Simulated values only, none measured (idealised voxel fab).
process module | voxel gate over fins
cross-section cut | 280 nm wide | cells 5 nm
A cross-section is a grid of square cells, given in bands from the top down. A band is one or more rows of cells.
Each band's line starts with the height of the band's top and of its bottom, in nm. Then come its materials from left to right, each with its width in nm. One material with "throughout" fills the band from edge to edge. "air" is empty space.
Height 0 is the level under which the wafer as received is all one material. The lowest band goes on downwards, as in "0 down".
A width such as "30 to 40" changes by the same amount from each row of cells to the next, from the band's top row to its bottom row.
"no change" after a step means that no cell of the cross-section changed.
closed voids: empty space of 8 cells or more with no open way to the top, each as width x height at its distance from the left edge, in nm
after a step's settings: what the simulator itself notes on the step
overlay nm, on a step with a mask: how far to the right of its planned place the mask lay; to the left if negative
plan
1 op RECEIVE | material Si
2 op CONFORMAL_DEP | material SiN | thk nm 10
3 op MASKED_ETCH | tone cover | mask id FINS | width nm 15 | pitch nm 55 | etch materials SiN | depth nm 10 | overlay nm 0
4 op MASKED_ETCH | tone cover | mask id FINS | width nm 15 | pitch nm 55 | etch materials Si | depth nm 30 | overlay nm 0
5 op OXIDIZE | depth nm 5
6 op FILL_DEP | material SiO2 | thk nm 5
7 op CMP | height nm 10
8 op PATTERN | tone open | mask id RAIL | material resist | width nm 15 | thk nm 15 | overlay nm 0
9 op DIRECTIONAL_ETCH | etch materials SiO2 | depth nm 35
10 op STRIP | etch materials resist
11 op CONFORMAL_DEP | material TiN | thk nm 5
12 op FILL_DEP | material Ru | thk nm 10
13 op CMP | height nm 10
14 op SELECTIVE_ETCH | etch materials W Ru TiN | depth nm 25
15 op FILL_DEP | material SiO2 | thk nm 5
16 op CMP | height nm 10
17 op SELECTIVE_ETCH | etch materials SiO2 | depth nm 20
18 op STRIP | etch materials SiN
19 op CONFORMAL_DEP | material HfO2 | thk nm 5
20 op CONFORMAL_DEP | material TiN | thk nm 5
21 op FILL_DEP | material W | thk nm 10
22 op CMP | height nm 15
23 op CONFORMAL_DEP | material SiN | thk nm 5
first wafer, as planned
as received, after step 1
  0 down: Si throughout
  closed voids: none
after step 2
  10 to 0: SiN throughout
  below 0: unchanged
after step 3
  10 to 0: air 50 | SiN 15 | air 40 | SiN 15 | air 40 | SiN 15 | air 40 | SiN 15 | air 50
  below 0: unchanged
after step 4
  10 to 0: air 50 | SiN 15 | air 40 | SiN 15 | air 40 | SiN 15 | air 40 | SiN 15 | air 50
  0 to -30: air 50 | Si 15 | air 40 | Si 15 | air 40 | Si 15 | air 40 | Si 15 | air 50
  below -30: unchanged
after step 5
  10 to 0: air 50 | SiN 15 | air 40 | SiN 15 | air 40 | SiN 15 | air 40 | SiN 15 | air 50
  0 to -30: air 50 | SiO2 5 | Si 5 | SiO2 5 | air 40 | SiO2 5 | Si 5 | SiO2 5 | air 40 | SiO2 5 | Si 5 | SiO2 5 | air 40 | SiO2 5 | Si 5 | SiO2 5 | air 50
  -30 to -35: SiO2 55 | Si 5 | SiO2 50 | Si 5 | SiO2 50 | Si 5 | SiO2 50 | Si 5 | SiO2 55
  below -35: unchanged
after step 6
  15 to 10: SiO2 throughout
  10 to 0: SiO2 50 | SiN 15 | SiO2 40 | SiN 15 | SiO2 40 | SiN 15 | SiO2 40 | SiN 15 | SiO2 50
  0 to -35: SiO2 55 | Si 5 | SiO2 50 | Si 5 | SiO2 50 | Si 5 | SiO2 50 | Si 5 | SiO2 55
  below -35: unchanged
after step 7
  10 to 0: SiO2 50 | SiN 15 | SiO2 40 | SiN 15 | SiO2 40 | SiN 15 | SiO2 40 | SiN 15 | SiO2 50
  below 0: unchanged
after step 8
  25 to 10: resist 75 | air 15 | resist 190
  below 10: unchanged
after step 9
  25 to 10: resist 75 | air 15 | resist 190
  10 to 0: SiO2 50 | SiN 15 | SiO2 10 | air 15 | SiO2 15 | SiN 15 | SiO2 40 | SiN 15 | SiO2 40 | SiN 15 | SiO2 50
  0 to -25: SiO2 55 | Si 5 | SiO2 15 | air 15 | SiO2 20 | Si 5 | SiO2 50 | Si 5 | SiO2 50 | Si 5 | SiO2 55
  below -25: unchanged
after step 10
  10 to 0: SiO2 50 | SiN 15 | SiO2 10 | air 15 | SiO2 15 | SiN 15 | SiO2 40 | SiN 15 | SiO2 40 | SiN 15 | SiO2 50
  below 0: unchanged
after step 11
  15 to 10: TiN 80 | air 5 | TiN 195
  10 to 0: SiO2 50 | SiN 15 | SiO2 10 | TiN 5 | air 5 | TiN 5 | SiO2 15 | SiN 15 | SiO2 40 | SiN 15 | SiO2 40 | SiN 15 | SiO2 50
  0 to -20: SiO2 55 | Si 5 | SiO2 15 | TiN 5 | air 5 | TiN 5 | SiO2 20 | Si 5 | SiO2 50 | Si 5 | SiO2 50 | Si 5 | SiO2 55
  -20 to -25: SiO2 55 | Si 5 | SiO2 15 | TiN 15 | SiO2 20 | Si 5 | SiO2 50 | Si 5 | SiO2 50 | Si 5 | SiO2 55
  below -25: unchanged
after step 12
  25 to 15: Ru throughout
  15 to 10: TiN 80 | Ru 5 | TiN 195
  10 to 0: SiO2 50 | SiN 15 | SiO2 10 | TiN 5 | Ru 5 | TiN 5 | SiO2 15 | SiN 15 | SiO2 40 | SiN 15 | SiO2 40 | SiN 15 | SiO2 50
  0 to -20: SiO2 55 | Si 5 | SiO2 15 | TiN 5 | Ru 5 | TiN 5 | SiO2 20 | Si 5 | SiO2 50 | Si 5 | SiO2 50 | Si 5 | SiO2 55
  below -20: unchanged
after step 13
  10 to 0: SiO2 50 | SiN 15 | SiO2 10 | TiN 5 | Ru 5 | TiN 5 | SiO2 15 | SiN 15 | SiO2 40 | SiN 15 | SiO2 40 | SiN 15 | SiO2 50
  below 0: unchanged
after step 14
  10 to 0: SiO2 50 | SiN 15 | SiO2 10 | air 15 | SiO2 15 | SiN 15 | SiO2 40 | SiN 15 | SiO2 40 | SiN 15 | SiO2 50
  0 to -15: SiO2 55 | Si 5 | SiO2 15 | air 15 | SiO2 20 | Si 5 | SiO2 50 | Si 5 | SiO2 50 | Si 5 | SiO2 55
  below -15: unchanged
after step 15
  15 to 10: SiO2 throughout
  10 to 0: SiO2 50 | SiN 15 | SiO2 40 | SiN 15 | SiO2 40 | SiN 15 | SiO2 40 | SiN 15 | SiO2 50
  0 to -15: SiO2 55 | Si 5 | SiO2 50 | Si 5 | SiO2 50 | Si 5 | SiO2 50 | Si 5 | SiO2 55
  below -15: unchanged
after step 16
  10 to 0: SiO2 50 | SiN 15 | SiO2 40 | SiN 15 | SiO2 40 | SiN 15 | SiO2 40 | SiN 15 | SiO2 50
  below 0: unchanged
after step 17
  10 to 0: air 50 | SiN 15 | air 40 | SiN 15 | air 40 | SiN 15 | air 40 | SiN 15 | air 50
  0 to -10: air 55 | Si 5 | air 50 | Si 5 | air 50 | Si 5 | air 50 | Si 5 | air 55
  below -10: unchanged
after step 18
  0 to -10: air 55 | Si 5 | air 50 | Si 5 | air 50 | Si 5 | air 50 | Si 5 | air 55
  below -10: unchanged
after step 19
  5 to 0: air 50 | HfO2 15 | air 40 | HfO2 15 | air 40 | HfO2 15 | air 40 | HfO2 15 | air 50
  0 to -5: air 50 | HfO2 5 | Si 5 | HfO2 5 | air 40 | HfO2 5 | Si 5 | HfO2 5 | air 40 | HfO2 5 | Si 5 | HfO2 5 | air 40 | HfO2 5 | Si 5 | HfO2 5 | air 50
  -5 to -10: HfO2 55 | Si 5 | HfO2 50 | Si 5 | HfO2 50 | Si 5 | HfO2 50 | Si 5 | HfO2 55
  below -10: unchanged
after step 20
  10 to 5: air 45 | TiN 25 | air 30 | TiN 25 | air 30 | TiN 25 | air 30 | TiN 25 | air 45
  5 to 0: air 45 | TiN 5 | HfO2 15 | TiN 5 | air 30 | TiN 5 | HfO2 15 | TiN 5 | air 30 | TiN 5 | HfO2 15 | TiN 5 | air 30 | TiN 5 | HfO2 15 | TiN 5 | air 45
  0 to -5: TiN 50 | HfO2 5 | Si 5 | HfO2 5 | TiN 40 | HfO2 5 | Si 5 | HfO2 5 | TiN 40 | HfO2 5 | Si 5 | HfO2 5 | TiN 40 | HfO2 5 | Si 5 | HfO2 5 | TiN 50
  below -5: unchanged
after step 21
  20 to 10: W throughout
  10 to 5: W 45 | TiN 25 | W 30 | TiN 25 | W 30 | TiN 25 | W 30 | TiN 25 | W 45
  5 to 0: W 45 | TiN 5 | HfO2 15 | TiN 5 | W 30 | TiN 5 | HfO2 15 | TiN 5 | W 30 | TiN 5 | HfO2 15 | TiN 5 | W 30 | TiN 5 | HfO2 15 | TiN 5 | W 45
  below 0: unchanged
after step 22
  15 to 10: W throughout
  below 10: unchanged
after step 23
  20 to 15: SiN throughout
  below 15: unchanged
second wafer: like start, like plan, one mistake. Through step 18 it matches the first wafer
when step 19 should have ended: no change
when step 20 should have ended
  5 to 0: air 50 | TiN 15 | air 40 | TiN 15 | air 40 | TiN 15 | air 40 | TiN 15 | air 50
  0 to -5: air 50 | TiN 5 | Si 5 | TiN 5 | air 40 | TiN 5 | Si 5 | TiN 5 | air 40 | TiN 5 | Si 5 | TiN 5 | air 40 | TiN 5 | Si 5 | TiN 5 | air 50
  -5 to -10: TiN 55 | Si 5 | TiN 50 | Si 5 | TiN 50 | Si 5 | TiN 50 | Si 5 | TiN 55
  below -10: unchanged
when step 21 should have ended
  15 to 5: W throughout
  5 to 0: W 50 | TiN 15 | W 40 | TiN 15 | W 40 | TiN 15 | W 40 | TiN 15 | W 50
  0 to -5: W 50 | TiN 5 | Si 5 | TiN 5 | W 40 | TiN 5 | Si 5 | TiN 5 | W 40 | TiN 5 | Si 5 | TiN 5 | W 40 | TiN 5 | Si 5 | TiN 5 | W 50
  below -5: unchanged
when step 22 should have ended: no change
when step 23 should have ended
  20 to 15: SiN throughout
  below 15: unchanged
what went wrong: step 19 was left out
at the end the second wafer has, in cells: 72 fewer of HfO2 | 72 more of W
